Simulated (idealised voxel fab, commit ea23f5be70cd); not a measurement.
The following process module bears the name voxel transistor to metal.
Cross-sectional view cut (width: 260 nm; square cell size: 5 nm).
Just so we're on the same page, the cross-sections are grids of square cells, and they're listed out in bands top to bottom, each band one or more rows deep. The entry gives the band's vertical extent as a top height and a bottom height in nm, then its horizontal make-up as materials from left to right, each with a width in nm. "air" stands for empty space; a single material marked "throughout" fills the band edge to edge. Heights are expressed relative to 0, this being the level below which the as-received wafer comprises one material exclusively. The lowest band is unbounded in the downward direction and is denoted as in "top 0, no bottom". When a width is written as two numbers, as in "30..40", the first number is the width in the top row of cells of the band and the second is the width in its bottom row, and the width changes by the same amount from each row to the next. When a step is marked "nothing got changed", none of the cells in the cross-section changed during that step. Basically, "Listed closed voids" tells you about the enclosed voids: empty spaces with no open way to the top, 8 cells or bigger, each written width x height at distance, where distance is from the left edge, all in nm. On each step's line, the part that comes after the settings is the simulator's own comment on the step. The setting "overlay nm" may be written on the line of a step. When the step uses a mask, the value reports how far to the right of the planned place the mask lay, and a negative value reports that it lay to the left.
Listed below are the process steps as planned:
step 1: RECEIVE [material Si]
step 2: OXIDIZE [depth nm 5]
step 3: CONFORMAL_DEP [material SiN] [thk nm 10]
step 4: PATTERN [tone cover] [mask id ACTIVE] [material resist] [width nm 105] [pitch nm 125] [thk nm 15] [overlay nm 0]
step 5: DIRECTIONAL_ETCH [etch materials SiN] [depth nm 10]
step 6: DIRECTIONAL_ETCH [etch materials SiO2] [depth nm 5]
step 7: DIRECTIONAL_ETCH [etch materials Si] [depth nm 30]
step 8: STRIP [etch materials resist]
step 9: OXIDIZE [depth nm 5]
step 10: FILL_DEP [material SiO2] [thk nm 15]
step 11: CMP [height nm 10]
step 12: SELECTIVE_ETCH [etch materials SiO2] [depth nm 5]
step 13: STRIP [etch materials SiN]
step 14: SELECTIVE_ETCH [etch materials SiO2] [depth nm 5]
step 15: OXIDIZE [depth nm 5]
step 16: DIRECTIONAL_DEP [material polySi] [thk nm 30]
step 17: DIRECTIONAL_DEP [material SiCN] [thk nm 10]
step 18: MASKED_ETCH [tone cover] [mask id GATE] [width nm 15] [pitch nm 125] [etch materials SiCN] [depth nm 20] [overlay nm 0]
step 19: MASKED_ETCH [tone cover] [mask id GATE] [width nm 15] [pitch nm 125] [etch materials polySi] [depth nm 40] [overlay nm 0]
step 20: CONFORMAL_DEP [material SiO2] [thk nm 5]
step 21: DIRECTIONAL_ETCH [etch materials SiO2] [depth nm 5]
step 22: CONFORMAL_DEP [material SiN] [thk nm 10]
step 23: DIRECTIONAL_ETCH [etch materials SiN] [depth nm 10]
step 24: DIRECTIONAL_ETCH [etch materials SiO2] [depth nm 5]
step 25: EPI [material SiGe] [thk nm 5]
step 26: FILL_DEP [material SiO2] [thk nm 10]
step 27: CMP [height nm 35]
step 28: DIRECTIONAL_DEP [material SiO2] [thk nm 15]
step 29: PATTERN [tone open] [mask id CONTACT] [material resist] [width nm 20] [thk nm 15] [overlay nm 0]
step 30: DIRECTIONAL_ETCH [etch materials SiO2] [depth nm 55]
step 31: STRIP [etch materials resist]
step 32: CONFORMAL_DEP [material TiN] [thk nm 5]
step 33: FILL_DEP [material Ru] [thk nm 5]
step 34: CMP [height nm 50]
step 35: CONFORMAL_DEP [material SiCN] [thk nm 5]
step 36: DIRECTIONAL_DEP [material lowk] [thk nm 15]
step 37: MASKED_ETCH [tone open] [mask id METAL_1] [width nm 20] [etch materials lowk] [depth nm 15] [overlay nm 0]
step 38: MASKED_ETCH [tone open] [mask id METAL_1] [width nm 20] [etch materials SiCN] [depth nm 5] [overlay nm 0]
step 39: CONFORMAL_DEP [material TiN] [thk nm 5]
step 40: FILL_DEP [material W] [thk nm 10]
step 41: CMP [height nm 70]
step 42: CONFORMAL_DEP [material SiCN] [thk nm 5]
step 43: DIRECTIONAL_DEP [material SiO2] [thk nm 35]
step 44: DIRECTIONAL_DEP [material aC] [thk nm 10]
step 45: PATTERN [tone open] [mask id METAL_2_HOLES] [material resist] [width nm 15] [pitch nm 125] [thk nm 30] [overlay nm 0]
step 46: DIRECTIONAL_ETCH [etch materials aC] [depth nm 10]
step 47: STRIP [etch materials resist]
step 48: DIRECTIONAL_ETCH [etch materials SiO2] [depth nm 35]
step 49: STRIP [etch materials aC]
step 50: PATTERN [tone open] [mask id METAL_2] [material resist] [width nm 20] [pitch nm 125] [thk nm 20] [overlay nm 0]
step 51: DIRECTIONAL_ETCH [etch materials SiO2] [depth nm 20]
step 52: DIRECTIONAL_ETCH [etch materials SiCN] [depth nm 5]
step 53: STRIP [etch materials resist]
step 54: CONFORMAL_DEP [material TiN] [thk nm 5]
step 55: FILL_DEP [material Cu] [thk nm 5]
step 56: CMP [height nm 110]
step 57: CONFORMAL_DEP [material SiN] [thk nm 5]
As received, after step 1:
  top 0, no bottom: Si throughout
  Listed closed voids: none
The first of the two wafers as seen in cross-section once the module was finished; processing followed the plan:
  top 115, bottom 110: SiN throughout
  top 110, bottom 95: SiO2 25 nm; TiN 5 nm; Cu 10 nm; TiN 5 nm; SiO2 105 nm; TiN 5 nm; Cu 10 nm; TiN 5 nm; SiO2 90 nm
  top 95, bottom 90: SiO2 25 nm; TiN 5 nm; Cu 5 nm; TiN 10 nm; SiO2 105 nm; TiN 5 nm; Cu 5 nm; TiN 10 nm; SiO2 90 nm
  top 90, bottom 75: SiO2 25 nm; TiN 5 nm; Cu 5 nm; TiN 5 nm; SiO2 110 nm; TiN 5 nm; Cu 5 nm; TiN 5 nm; SiO2 95 nm
  top 75, bottom 70: SiCN 25 nm; TiN 15 nm; SiCN 110 nm; TiN 15 nm; SiCN 95 nm
  top 70, bottom 55: lowk 25 nm; TiN 5 nm; W 10 nm; TiN 5 nm; lowk 45 nm; TiN 5 nm; W 10 nm; TiN 5 nm; lowk 40 nm; TiN 5 nm; W 10 nm; TiN 5 nm; lowk 45 nm; TiN 5 nm; W 10 nm; TiN 5 nm; lowk 25 nm
  top 55, bottom 50: SiCN 25 nm; TiN 20 nm; SiCN 45 nm; TiN 20 nm; SiCN 40 nm; TiN 20 nm; SiCN 45 nm; TiN 20 nm; SiCN 25 nm
  top 50, bottom 35: SiO2 25 nm; TiN 5 nm; Ru 10 nm; TiN 5 nm; SiO2 45 nm; TiN 5 nm; Ru 10 nm; TiN 5 nm; SiO2 40 nm; TiN 5 nm; Ru 10 nm; TiN 5 nm; SiO2 45 nm; TiN 5 nm; Ru 10 nm; TiN 5 nm; SiO2 25 nm
  top 35, bottom 25: SiO2 25 nm; TiN 5 nm; Ru 10 nm; TiN 5 nm; SiN 10 nm; SiO2 5 nm; SiCN 15 nm; SiO2 5 nm; SiN 10 nm; TiN 5 nm; Ru 10 nm; TiN 5 nm; SiO2 40 nm; TiN 5 nm; Ru 10 nm; TiN 5 nm; SiN 10 nm; SiO2 5 nm; SiCN 15 nm; SiO2 5 nm; SiN 10 nm; TiN 5 nm; Ru 10 nm; TiN 5 nm; SiO2 25 nm
  top 25, bottom 0: SiO2 25 nm; TiN 5 nm; Ru 10 nm; TiN 5 nm; SiN 10 nm; SiO2 5 nm; polySi 15 nm; SiO2 5 nm; SiN 10 nm; TiN 5 nm; Ru 10 nm; TiN 5 nm; SiO2 40 nm; TiN 5 nm; Ru 10 nm; TiN 5 nm; SiN 10 nm; SiO2 5 nm; polySi 15 nm; SiO2 5 nm; SiN 10 nm; TiN 5 nm; Ru 10 nm; TiN 5 nm; SiO2 25 nm
  top 0, bottom -5: SiO2 15 nm; SiN 10 nm; TiN 20 nm; SiN 10 nm; SiO2 5 nm; polySi 15 nm; SiO2 5 nm; SiN 10 nm; TiN 20 nm; SiN 10 nm; SiO2 20 nm; SiN 10 nm; TiN 20 nm; SiN 10 nm; SiO2 5 nm; polySi 15 nm; SiO2 5 nm; SiN 10 nm; TiN 20 nm; SiN 10 nm; SiO2 15 nm
  top -5, bottom -10: SiO2 25 nm; SiGe 20 nm; SiO2 45 nm; SiGe 20 nm; SiO2 40 nm; SiGe 20 nm; SiO2 45 nm; SiGe 20 nm; SiO2 25 nm
  top -10, bottom -40: SiO2 20 nm; Si 95 nm; SiO2 30 nm; Si 95 nm; SiO2 20 nm
  top -40, no bottom: Si throughout
  Listed closed voids: none
What the second wafer looks like in cross-section once the module is done. Its start and its plan matched the first wafer's exactly; what differed was one mistake in how it was run:
  top 115, bottom 110: SiN throughout
  top 110, bottom 95: SiO2 20 nm; TiN 5 nm; Cu 15 nm; TiN 5 nm; SiO2 100 nm; TiN 5 nm; Cu 15 nm; TiN 5 nm; SiO2 90 nm
  top 95, bottom 90: SiO2 20 nm; TiN 5 nm; Cu 5 nm; TiN 15 nm; SiO2 100 nm; TiN 5 nm; Cu 5 nm; TiN 15 nm; SiO2 90 nm
  top 90, bottom 80: SiO2 20 nm; TiN 5 nm; Cu 5 nm; TiN 5 nm; SiO2 110 nm; TiN 5 nm; Cu 5 nm; TiN 5 nm; SiO2 100 nm
  top 80, bottom 75: SiO2 20 nm; TiN 15 nm; SiO2 110 nm; TiN 15 nm; SiO2 100 nm
  top 75, bottom 70: SiCN 25 nm; TiN 10 nm; SiCN 115 nm; TiN 10 nm; SiCN 100 nm
  top 70, bottom 55: lowk 25 nm; TiN 5 nm; W 10 nm; TiN 5 nm; lowk 45 nm; TiN 5 nm; W 10 nm; TiN 5 nm; lowk 40 nm; TiN 5 nm; W 10 nm; TiN 5 nm; lowk 45 nm; TiN 5 nm; W 10 nm; TiN 5 nm; lowk 25 nm
  top 55, bottom 50: SiCN 25 nm; TiN 20 nm; SiCN 45 nm; TiN 20 nm; SiCN 40 nm; TiN 20 nm; SiCN 45 nm; TiN 20 nm; SiCN 25 nm
  top 50, bottom 35: SiO2 25 nm; TiN 5 nm; Ru 10 nm; TiN 5 nm; SiO2 45 nm; TiN 5 nm; Ru 10 nm; TiN 5 nm; SiO2 40 nm; TiN 5 nm; Ru 10 nm; TiN 5 nm; SiO2 45 nm; TiN 5 nm; Ru 10 nm; TiN 5 nm; SiO2 25 nm
  top 35, bottom 25: SiO2 25 nm; TiN 5 nm; Ru 10 nm; TiN 5 nm; SiN 10 nm; SiO2 5 nm; SiCN 15 nm; SiO2 5 nm; SiN 10 nm; TiN 5 nm; Ru 10 nm; TiN 5 nm; SiO2 40 nm; TiN 5 nm; Ru 10 nm; TiN 5 nm; SiN 10 nm; SiO2 5 nm; SiCN 15 nm; SiO2 5 nm; SiN 10 nm; TiN 5 nm; Ru 10 nm; TiN 5 nm; SiO2 25 nm
  top 25, bottom 0: SiO2 25 nm; TiN 5 nm; Ru 10 nm; TiN 5 nm; SiN 10 nm; SiO2 5 nm; polySi 15 nm; SiO2 5 nm; SiN 10 nm; TiN 5 nm; Ru 10 nm; TiN 5 nm; SiO2 40 nm; TiN 5 nm; Ru 10 nm; TiN 5 nm; SiN 10 nm; SiO2 5 nm; polySi 15 nm; SiO2 5 nm; SiN 10 nm; TiN 5 nm; Ru 10 nm; TiN 5 nm; SiO2 25 nm
  top 0, bottom -5: SiO2 15 nm; SiN 10 nm; TiN 20 nm; SiN 10 nm; SiO2 5 nm; polySi 15 nm; SiO2 5 nm; SiN 10 nm; TiN 20 nm; SiN 10 nm; SiO2 20 nm; SiN 10 nm; TiN 20 nm; SiN 10 nm; SiO2 5 nm; polySi 15 nm; SiO2 5 nm; SiN 10 nm; TiN 20 nm; SiN 10 nm; SiO2 15 nm
  top -5, bottom -10: SiO2 25 nm; SiGe 20 nm; SiO2 45 nm; SiGe 20 nm; SiO2 40 nm; SiGe 20 nm; SiO2 45 nm; SiGe 20 nm; SiO2 25 nm
  top -10, bottom -40: SiO2 20 nm; Si 95 nm; SiO2 30 nm; Si 95 nm; SiO2 20 nm
  top -40, no bottom: Si throughout
  Listed closed voids: none
Error vs. plan: step 45 did not use the planned setting and instead ran as PATTERN [tone open] [mask id METAL_2_HOLES] [material resist] [width nm 15] [pitch nm 125] [thk nm 30] [overlay nm -5]
Final wafer comparison in cells, second versus first, more or fewer per material: 4 more of Cu, 2 more of SiCN, 8 fewer of SiO2, 2 more of TiN
